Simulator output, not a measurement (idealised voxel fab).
process module | voxel tone inversion
cross-section cut | 195 nm wide | cells 5 nm
A cross-section is a grid of square cells, given in bands from the top down. A band is one or more rows of cells.
Each band's line starts with the height of the band's top and of its bottom, in nm. Then come its materials from left to right, each with its width in nm. One material with "throughout" fills the band from edge to edge. "air" is empty space.
Height 0 is the level under which the wafer as received is all one material. The lowest band goes on downwards, as in "0 down".
A width such as "30 to 40" changes by the same amount from each row of cells to the next, from the band's top row to its bottom row.
"no change" after a step means that no cell of the cross-section changed.
closed voids: empty space of 8 cells or more with no open way to the top, each as width x height at its distance from the left edge, in nm
after a step's settings: what the simulator itself notes on the step
overlay nm, on a step with a mask: how far to the right of its planned place the mask lay; to the left if negative
plan
1 op RECEIVE | material Si
2 op CONFORMAL_DEP | material SiCN | thk nm 10
3 op DIRECTIONAL_DEP | material aC | thk nm 20
4 op PATTERN | tone cover | mask id POSTS | material resist | width nm 15 | pitch nm 45 | thk nm 25 | overlay nm 0
5 op DIRECTIONAL_ETCH | etch materials aC | depth nm 20
6 op STRIP | etch materials resist
7 op FILL_DEP | material lowk | thk nm 5
8 op CMP | height nm 30
9 op STRIP | etch materials aC
10 op CONFORMAL_DEP | material TiN | thk nm 5
11 op FILL_DEP | material Cu | thk nm 5
12 op CMP | height nm 30
13 op CONFORMAL_DEP | material SiCN | thk nm 5
as received, after step 1
  0 down: Si throughout
  closed voids: none
first wafer at the end, as planned
  35 to 30: SiCN throughout
  30 to 15: lowk 45 | TiN 5 | Cu 5 | TiN 5 | lowk 30 | TiN 5 | Cu 5 | TiN 5 | lowk 30 | TiN 5 | Cu 5 | TiN 5 | lowk 45
  15 to 10: lowk 45 | TiN 15 | lowk 30 | TiN 15 | lowk 30 | TiN 15 | lowk 45
  10 to 0: SiCN throughout
  0 down: Si throughout
  closed voids: none
second wafer at the end: like start, like plan, one mistake
  35 to 30: SiCN throughout
  30 to 15: lowk 50 | Cu 5 | lowk 40 | Cu 5 | lowk 40 | Cu 5 | lowk 50
  15 to 10: lowk throughout
  10 to 0: SiCN throughout
  0 down: Si throughout
  closed voids: none
what went wrong: step 10 ran as: op CONFORMAL_DEP | material lowk | thk nm 5
at the end the second wafer has, in cells: 27 fewer of TiN | 27 more of lowk
